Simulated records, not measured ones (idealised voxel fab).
process module | voxel wiring stack
cross-section cut | 295 nm wide | cells 5 nm
A cross-section is a grid of square cells, given in bands from the top down. A band is one or more rows of cells.
Each band's line starts with the height of the band's top and of its bottom, in nm. Then come its materials from left to right, each with its width in nm. One material with "throughout" fills the band from edge to edge. "air" is empty space.
Height 0 is the level under which the wafer as received is all one material. The lowest band goes on downwards, as in "0 down".
A width such as "30 to 40" changes by the same amount from each row of cells to the next, from the band's top row to its bottom row.
"no change" after a step means that no cell of the cross-section changed.
closed voids: empty space of 8 cells or more with no open way to the top, each as width x height at its distance from the left edge, in nm
after a step's settings: what the simulator itself notes on the step
overlay nm, on a step with a mask: how far to the right of its planned place the mask lay; to the left if negative
plan
1 op RECEIVE | material Si
2 op CONFORMAL_DEP | material SiO2 | thk nm 10
3 op DIRECTIONAL_DEP | material TiN | thk nm 5
4 op DIRECTIONAL_DEP | material Ru | thk nm 20
5 op MASKED_ETCH | tone cover | mask id METAL_1 | width nm 30 | pitch nm 50 | etch materials Ru | depth nm 20 | overlay nm 0
6 op MASKED_ETCH | tone cover | mask id METAL_1 | width nm 30 | pitch nm 50 | etch materials TiN | depth nm 5 | overlay nm 0
7 op FILL_DEP | material SiO2 | thk nm 5
8 op CMP | height nm 35
9 op CONFORMAL_DEP | material SiCN | thk nm 5
10 op DIRECTIONAL_DEP | material lowk | thk nm 25
11 op MASKED_ETCH | tone open | mask id METAL_2_HOLES | width nm 15 | pitch nm 50 | etch materials lowk | depth nm 25 | overlay nm 0
12 op MASKED_ETCH | tone open | mask id METAL_2 | width nm 30 | pitch nm 50 | etch materials lowk | depth nm 15 | overlay nm 0
13 op MASKED_ETCH | tone open | mask id METAL_2 | width nm 30 | pitch nm 50 | etch materials SiCN | depth nm 5 | overlay nm 0
14 op CONFORMAL_DEP | material TiN | thk nm 5
15 op FILL_DEP | material Ru | thk nm 5
16 op CMP | height nm 65
17 op CONFORMAL_DEP | material SiCN | thk nm 5
18 op DIRECTIONAL_DEP | material SiO2 | thk nm 10
19 op MASKED_ETCH | tone open | mask id PLUG_2 | width nm 15 | pitch nm 100 | etch materials SiO2 | depth nm 10 | overlay nm 0
20 op MASKED_ETCH | tone open | mask id PLUG_2 | width nm 15 | pitch nm 100 | etch materials SiCN | depth nm 5 | overlay nm 0
21 op EPI | material Ru | thk nm 10
22 op EPI | material Ru | thk nm 5
23 op DIRECTIONAL_DEP | material TiN | thk nm 5
24 op DIRECTIONAL_DEP | material W | thk nm 25
25 op MASKED_ETCH | tone cover | mask id METAL_3 | width nm 30 | pitch nm 50 | etch materials W | depth nm 25 | overlay nm 0
26 op MASKED_ETCH | tone cover | mask id METAL_3 | width nm 30 | pitch nm 50 | etch materials TiN | depth nm 5 | overlay nm 0
27 op CONFORMAL_DEP | material SiCN | thk nm 5
28 op FILL_DEP | material lowk | thk nm 5
29 op CMP | height nm 110
30 op CONFORMAL_DEP | material SiCN | thk nm 5
31 op DIRECTIONAL_DEP | material SiO2 | thk nm 25
32 op DIRECTIONAL_DEP | material aC | thk nm 10
33 op PATTERN | tone open | mask id METAL_4 | material resist | width nm 30 | pitch nm 50 | thk nm 25 | overlay nm 0
34 op DIRECTIONAL_ETCH | etch materials aC | depth nm 10
35 op STRIP | etch materials resist
36 op DIRECTIONAL_ETCH | etch materials SiO2 | depth nm 15
37 op STRIP | etch materials aC
38 op MASKED_ETCH | tone open | mask id METAL_4_HOLES | width nm 15 | pitch nm 50 | etch materials SiO2 | depth nm 10 | overlay nm 0
39 op MASKED_ETCH | tone open | mask id METAL_4_HOLES | width nm 15 | pitch nm 50 | etch materials SiCN | depth nm 5 | overlay nm 0
40 op CONFORMAL_DEP | material TiN | thk nm 5
41 op FILL_DEP | material Cu | thk nm 10
42 op CMP | height nm 140
43 op CONFORMAL_DEP | material SiN | thk nm 5
varied across the wafers: width nm of step 11. The plan shows the first wafer's value. All wafers start alike
first wafer as received, after step 1
  0 down: Si throughout
  closed voids: none
each wafer at the end: cells of each material gained (+) or lost (-) since it was received, then its closed voids
width nm 15 | +44 Cu | +158 Ru | +222 SiCN | +59 SiN | +598 SiO2 | +176 TiN | +120 W | +334 lowk | closed voids: none
width nm 20 | +44 Cu | +170 Ru | +218 SiCN | +59 SiN | +598 SiO2 | +176 TiN | +120 W | +326 lowk | closed voids: none
width nm 25 | +44 Cu | +186 Ru | +218 SiCN | +59 SiN | +598 SiO2 | +180 TiN | +120 W | +306 lowk | closed voids: none
width nm 30 | +44 Cu | +198 Ru | +214 SiCN | +59 SiN | +598 SiO2 | +180 TiN | +120 W | +298 lowk | closed voids: none
